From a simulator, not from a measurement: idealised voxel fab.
This is a process module. Its name is voxel self aligned vias.
Xsec cut, 260 nm wide, square cell size 5 nm.
If you're reading a cross-section in this doc, picture square cells in a grid; it comes to you as bands, top ones listed first down to the bottom, and a band can be one or more rows of cells.
For a band, the entry starts with two heights in nm, that of the top and then that of the bottom, and carries on with the band's materials in order from left to right, each alongside its width in nm; the word "everywhere" beside a single material means it fills the band edge to edge, and "air" means empty space.
The level at which height equals 0 is the one under which the wafer, as it arrives, is entirely one material. No lower edge exists for the bottom band, which continues downward and is notated as in "0 down".
The width entry "30->40" should be interpreted row by row: the top row of cells in the band takes the first number, the bottom row takes the second number, and the change between adjacent rows is uniform throughout.
Where a step carries "same as before", the cross-section came out of it unchanged, cell for cell.
"Sealed void inventory": empty spaces of 8 cells or more with no open way to the top, each given as width x height at distance, distance from the left edge, all in nm.
Heads up: the bit after the settings on a step's line is the simulator's remark on that step.
Steps that use a mask can have "overlay nm" on their line. It says how far the mask sat to the right of where it was meant to be. Negative means to the left.

Here's what the planned process steps look like
- 1: RECEIVE, material Si
- 2: CONFORMAL_DEP, material SiO2, thk nm 10
- 3: CONFORMAL_DEP, material SiCN, thk nm 5
- 4: DIRECTIONAL_DEP, material lowk, thk nm 30
- 5: PATTERN, tone open, mask id LINES, material resist, width nm 15, pitch nm 50, thk nm 20, overlay nm 0
- 6: DIRECTIONAL_ETCH, etch materials lowk, depth nm 30
- 7: STRIP, etch materials resist
- 8: CONFORMAL_DEP, material TiN, thk nm 5
- 9: FILL_DEP, material W, thk nm 10
- 10: CMP, height nm 45
- 11: SELECTIVE_ETCH, etch materials W Ru TiN, depth nm 5
- 12: FILL_DEP, material SiN, thk nm 10
- 13: CMP, height nm 45
- 14: DIRECTIONAL_DEP, material lowk, thk nm 20
- 15: MASKED_ETCH, tone open, mask id VIAS, width nm 30, etch materials lowk, depth nm 20, overlay nm 0
- 16: MASKED_ETCH, tone open, mask id VIAS, width nm 30, etch materials SiN, depth nm 5, overlay nm 0
- 17: CONFORMAL_DEP, material TiN, thk nm 5
- 18: FILL_DEP, material Cu, thk nm 5
- 19: CMP, height nm 65
- 20: CONFORMAL_DEP, material SiCN, thk nm 5
Don't read the plan's width nm for step 5 as applying to every wafer: that's the first wafer's value, and the wafers differ in it, though they all start identical.

This is how the first of several wafers looked in cross-section when it arrived, which is after step 1
* 0 down | Si everywhere
* Sealed void inventory: none

Each wafer at the end: cells of each material gained (+) or lost (-) since it was received, then its closed voids
width nm 15, +13 Cu, +104 SiCN, +3 SiN, +104 SiO2, +36 TiN, +8 W, +460 lowk, Sealed void inventory: none
width nm 20, +14 Cu, +104 SiCN, +4 SiN, +104 SiO2, +38 TiN, +16 W, +448 lowk, Sealed void inventory: none
width nm 25, +15 Cu, +104 SiCN, +5 SiN, +104 SiO2, +40 TiN, +24 W, +436 lowk, Sealed void inventory: none
width nm 30, +16 Cu, +104 SiCN, +6 SiN, +104 SiO2, +42 TiN, +32 W, +424 lowk, Sealed void inventory: none
width nm 35, +16 Cu, +104 SiCN, +8 SiN, +104 SiO2, +44 TiN, +40 W, +412 lowk, Sealed void inventory: none
